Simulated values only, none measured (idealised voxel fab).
process module | voxel double patterning
cross-section cut | 200 nm wide | cells 5 nm
A cross-section is a grid of square cells, given in bands from the top down. A band is one or more rows of cells.
Each band's line starts with the height of the band's top and of its bottom, in nm. Then come its materials from left to right, each with its width in nm. One material with "throughout" fills the band from edge to edge. "air" is empty space.
Height 0 is the level under which the wafer as received is all one material. The lowest band goes on downwards, as in "0 down".
A width such as "30 to 40" changes by the same amount from each row of cells to the next, from the band's top row to its bottom row.
"no change" after a step means that no cell of the cross-section changed.
closed voids: empty space of 8 cells or more with no open way to the top, each as width x height at its distance from the left edge, in nm
after a step's settings: what the simulator itself notes on the step
overlay nm, on a step with a mask: how far to the right of its planned place the mask lay; to the left if negative
plan
1 op RECEIVE | material Si
2 op CONFORMAL_DEP | material SiN | thk nm 5
3 op DIRECTIONAL_DEP | material SiO2 | thk nm 20
4 op DIRECTIONAL_DEP | material SiCN | thk nm 10
5 op DIRECTIONAL_DEP | material aC | thk nm 10
6 op PATTERN | tone open | mask id FIRST | material resist | width nm 15 | pitch nm 50 | thk nm 30 | overlay nm 0
7 op DIRECTIONAL_ETCH | etch materials aC | depth nm 10
8 op STRIP | etch materials resist
9 op DIRECTIONAL_ETCH | etch materials SiCN | depth nm 10
10 op STRIP | etch materials aC
11 op MASKED_ETCH | tone open | mask id SECOND | width nm 15 | etch materials SiCN | depth nm 10 | overlay nm 0
12 op DIRECTIONAL_ETCH | etch materials SiO2 | depth nm 20
13 op STRIP | etch materials SiCN
as received, after step 1
  0 down: Si throughout
  closed voids: none
first wafer at the end, as planned
  25 to 5: SiO2 65 | air 15 | SiO2 10 | air 15 | SiO2 10 | air 15 | SiO2 70
  5 to 0: SiN throughout
  0 down: Si throughout
  closed voids: none
second wafer at the end: like start, like plan, one mistake
  20 to 0: SiO2 65 | air 15 | SiO2 10 | air 15 | SiO2 10 | air 15 | SiO2 70
  0 down: Si throughout
  closed voids: none
what went wrong: step 2 was left out
at the end the second wafer has, in cells: 40 fewer of SiN
